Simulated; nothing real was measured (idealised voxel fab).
The document below concerns the process module designated voxel self aligned contacts.
Pictured: cross-section cut, 165 nm wide, on a grid of 5 nm square cells.
Cross-section = grid of square cells, listed top down in bands; band = one or more rows. In this notation a band is specified by the heights of its top and bottom, in that order and in nm, after which its materials appear from left to right, each paired with its width in nm. The word "edge to edge" attached to a single material means that material fills the band from edge to edge; the word "blank" stands for empty space. All heights in this document are referenced to 0, defined as the level beneath which the wafer, as received, consists entirely of one material. The lowest band is not bounded below; it extends indefinitely downward and is written in the form "0 -> down". A width such as "30->40" changes by the same amount from each row of cells to the next, from the band's top row to its bottom row. It should be understood that the words "nothing altered", when stated for a given step, signify that the cross-section underwent no change in any of its cells during that step. Listed in "Fully enclosed voids": every empty space of 8 or more cells without an open way to the top. Form: width x height at distance, the distance being from the left edge, all in nm. That trailing text on a step's line, after the settings, is the simulator's own remark on the step. overlay nm: how far to the right of its planned place the mask lay on this masked step (negative: to the left).

plan:
| 1 | RECEIVE: material Si |
| 2 | OXIDIZE: depth nm 5 |
| 3 | DIRECTIONAL_DEP: material polySi, thk nm 30 |
| 4 | DIRECTIONAL_DEP: material SiN, thk nm 20 |
| 5 | DIRECTIONAL_DEP: material aC, thk nm 15 |
| 6 | PATTERN: tone cover, mask id GATE, material resist, width nm 35, pitch nm 70, thk nm 30, overlay nm 0 |
| 7 | DIRECTIONAL_ETCH: etch materials aC, depth nm 15 |
| 8 | STRIP: etch materials resist |
| 9 | DIRECTIONAL_ETCH: etch materials SiN, depth nm 20 |
| 10 | DIRECTIONAL_ETCH: etch materials polySi, depth nm 30 |
| 11 | STRIP: etch materials aC |
| 12 | CONFORMAL_DEP: material SiN, thk nm 10 |
| 13 | DIRECTIONAL_ETCH: etch materials SiN, depth nm 10 |
| 14 | FILL_DEP: material SiO2, thk nm 15 |
| 15 | CMP: height nm 60 |
| 16 | DIRECTIONAL_DEP: material aC, thk nm 15 |
| 17 | PATTERN: tone open, mask id CONTACT, material resist, width nm 35, thk nm 30, overlay nm 0 |
| 18 | DIRECTIONAL_ETCH: etch materials aC, depth nm 15 |
| 19 | STRIP: etch materials resist |
| 20 | DIRECTIONAL_ETCH: etch materials SiO2, depth nm 65 |
| 21 | STRIP: etch materials aC |
| 22 | CONFORMAL_DEP: material TiN, thk nm 5 |
| 23 | FILL_DEP: material Ru, thk nm 10 |
| 24 | CMP: height nm 60 |
| 25 | CONFORMAL_DEP: material SiCN, thk nm 5 |
Wafer-to-wafer difference: width nm, step 17. Common start. Plan = first wafer's value.

Cross-section of the first of several received wafers, showing its state after step 1:
0 -> down = Si edge to edge
Fully enclosed voids: none

Wafer rows, end of module: cells per material gained (+) or lost (-) since receipt; closed voids last:
width nm 35 | +16 Ru | -33 Si | +33 SiCN | +136 SiN | +162 SiO2 | +31 TiN | +84 polySi | Fully enclosed voids: none
width nm 40 | +17 Ru | -33 Si | +33 SiCN | +136 SiN | +160 SiO2 | +32 TiN | +84 polySi | Fully enclosed voids: none
width nm 45 | +18 Ru | -33 Si | +33 SiCN | +136 SiN | +158 SiO2 | +33 TiN | +84 polySi | Fully enclosed voids: none
width nm 50 | +19 Ru | -33 Si | +33 SiCN | +136 SiN | +156 SiO2 | +34 TiN | +84 polySi | Fully enclosed voids: none
width nm 55 | +20 Ru | -33 Si | +33 SiCN | +136 SiN | +154 SiO2 | +35 TiN | +84 polySi | Fully enclosed voids: none
width nm 60 | +21 Ru | -33 Si | +33 SiCN | +136 SiN | +152 SiO2 | +36 TiN | +84 polySi | Fully enclosed voids: none
